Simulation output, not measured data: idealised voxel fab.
This is a process module. Its name is voxel quadruple lines.
Displayed cross-section: cut, width of 245 nm, square cells sized 5 nm.
Cross-section, as written here: a square-cell grid given band by band from the top down, where a band holds one or more rows of cells. Band: top and bottom heights (nm) first, top before bottom; then materials from left to right, widths in nm. "edge to edge" marks a sole material filling the band edge to edge. "air" denotes empty space. Heights are reckoned from 0. Under this level, the received wafer is all of one material. The bottommost band is open-ended downward, for example "from 0 down". Width spec "30->40" -> top row of cells at first value, bottom row at second value, equal per-row change in between. No cell of the cross-section changed in a step that is given as "remained unchanged". Look at "Fully enclosed voids" for the closed voids: empty spaces with no open path to the top, sized 8 cells or up. Each is width x height at distance, distance from the left edge, all nm. Post-settings text on a step line: simulator's own remark regarding the step. overlay nm: where the mask lay relative to plan, measured to the right, on steps with a mask; negatives go left.
**This section lists the process steps that were planned**
1. RECEIVE | material Si
2. CONFORMAL_DEP | material Al2O3 | thk nm 10
3. DIRECTIONAL_DEP | material TiN | thk nm 10
4. DIRECTIONAL_DEP | material polySi | thk nm 15
5. DIRECTIONAL_DEP | material aC | thk nm 25
6. PATTERN | tone cover | mask id MANDREL | material resist | width nm 25 | pitch nm 80 | thk nm 35 | overlay nm 0
7. DIRECTIONAL_ETCH | etch materials aC | depth nm 25
8. STRIP | etch materials resist
9. CONFORMAL_DEP | material SiO2 | thk nm 15
10. DIRECTIONAL_ETCH | etch materials SiO2 | depth nm 15
11. STRIP | etch materials aC
12. DIRECTIONAL_ETCH | etch materials polySi | depth nm 15
13. STRIP | etch materials SiO2
14. CONFORMAL_DEP | material SiN | thk nm 5
15. DIRECTIONAL_ETCH | etch materials SiN | depth nm 5
16. STRIP | etch materials polySi
17. DIRECTIONAL_ETCH | etch materials TiN | depth nm 10
18. STRIP | etch materials SiN
**Cross-sectional view of the wafer in its as-received condition, corresponding to the state after step 1**
    from 0 down: Si edge to edge
    Fully enclosed voids: none
**Starting wafer: above. Plan: above. Run: one mistake. Cross-section after the module: below**
    from 20 to 10: 65 nm air  5 nm TiN  25 nm air  5 nm TiN  45 nm air  5 nm TiN  25 nm air  5 nm TiN  65 nm air
    from 10 to 0: Al2O3 edge to edge
    from 0 down: Si edge to edge
    Fully enclosed voids: none
What went wrong in running the wafer? step 6 was not run as planned; what actually ran was PATTERN | tone open | mask id MANDREL | material resist | width nm 25 | pitch nm 80 | thk nm 35 | overlay nm 0
